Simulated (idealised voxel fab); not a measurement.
The process module presented herein is designated voxel air gaps.
The figure presents cross-section cut, which has a width of 265 nm and is divided into square cells with an edge length of 5 nm.
In this document a cross-section is written as a grid of square cells. It is given as a series of bands, listed from the top down, and a band is one or more rows of cells. What a band's entry tells you: where the top is and where the bottom is, as heights in nm, and after that what lies inside, material by material from left to right, each with its width in nm. Empty space is written as the word "empty", and a single material marked with the word "full width" occupies the band from edge to edge. The level at which height equals 0 is the one under which the wafer, as it arrives, is entirely one material. No lower edge exists for the bottom band, which continues downward and is notated as in "0..down". Width: "30 to 40" (first number = top row, second number = bottom row, same change from row to row of cells). Where a step carries "identical to before", the cross-section came out of it unchanged, cell for cell. Entry "Sealed voids". Content: empty spaces with no open connection to the top, size 8 cells or greater. Each: width x height at distance. Distance: from left edge. Unit: nm. If you see something after the settings on a step's line, that's the simulator's own remark about that step. overlay nm: step with mask; distance mask lay right of planned place; negative value = left of planned place.
[List of planned process steps]
1) RECEIVE | material Si
2) CONFORMAL_DEP | material SiO2 | thk nm 5
3) CONFORMAL_DEP | material SiCN | thk nm 5
4) DIRECTIONAL_DEP | material lowk | thk nm 40
5) MASKED_ETCH | tone open | mask id LINES | width nm 20 | pitch nm 45 | etch materials lowk | depth nm 40 | overlay nm 0
6) CONFORMAL_DEP | material TiN | thk nm 5
7) FILL_DEP | material W | thk nm 5
8) CMP | height nm 55
9) EPI | material Ru | thk nm 10
10) SELECTIVE_ETCH | etch materials lowk | depth nm 50
11) CONFORMAL_DEP | material SiCN | thk nm 5
Where the wafers of this document differ is in the thk nm of step 2; they start out the same, and the plan states the value that applied to the first wafer.
[Cross-section: the first of several wafers in its as-received state, i.e. following step 1]
	0..down: Si full width
	Sealed voids: none
[Per wafer, end of module: cells gained (+) or lost (-) per material since receipt, then closed voids]
thk nm 5; +106 Ru; +106 SiCN; +53 SiO2; +101 TiN; +48 W; +328 lowk; Sealed voids: none
thk nm 10; +48 Ru; +182 SiCN; +106 SiO2; +54 TiN; +42 W; Sealed voids: 15 x 30 at 100; 15 x 30 at 145
thk nm 15; +48 Ru; +176 SiCN; +159 SiO2; +48 TiN; +36 W; Sealed voids: 15 x 25 at 100; 15 x 25 at 145
thk nm 20; +48 Ru; +170 SiCN; +212 SiO2; +42 TiN; +30 W; Sealed voids: 15 x 20 at 100; 15 x 20 at 145
thk nm 25; +48 Ru; +164 SiCN; +265 SiO2; +36 TiN; +24 W; Sealed voids: 15 x 15 at 100; 15 x 15 at 145
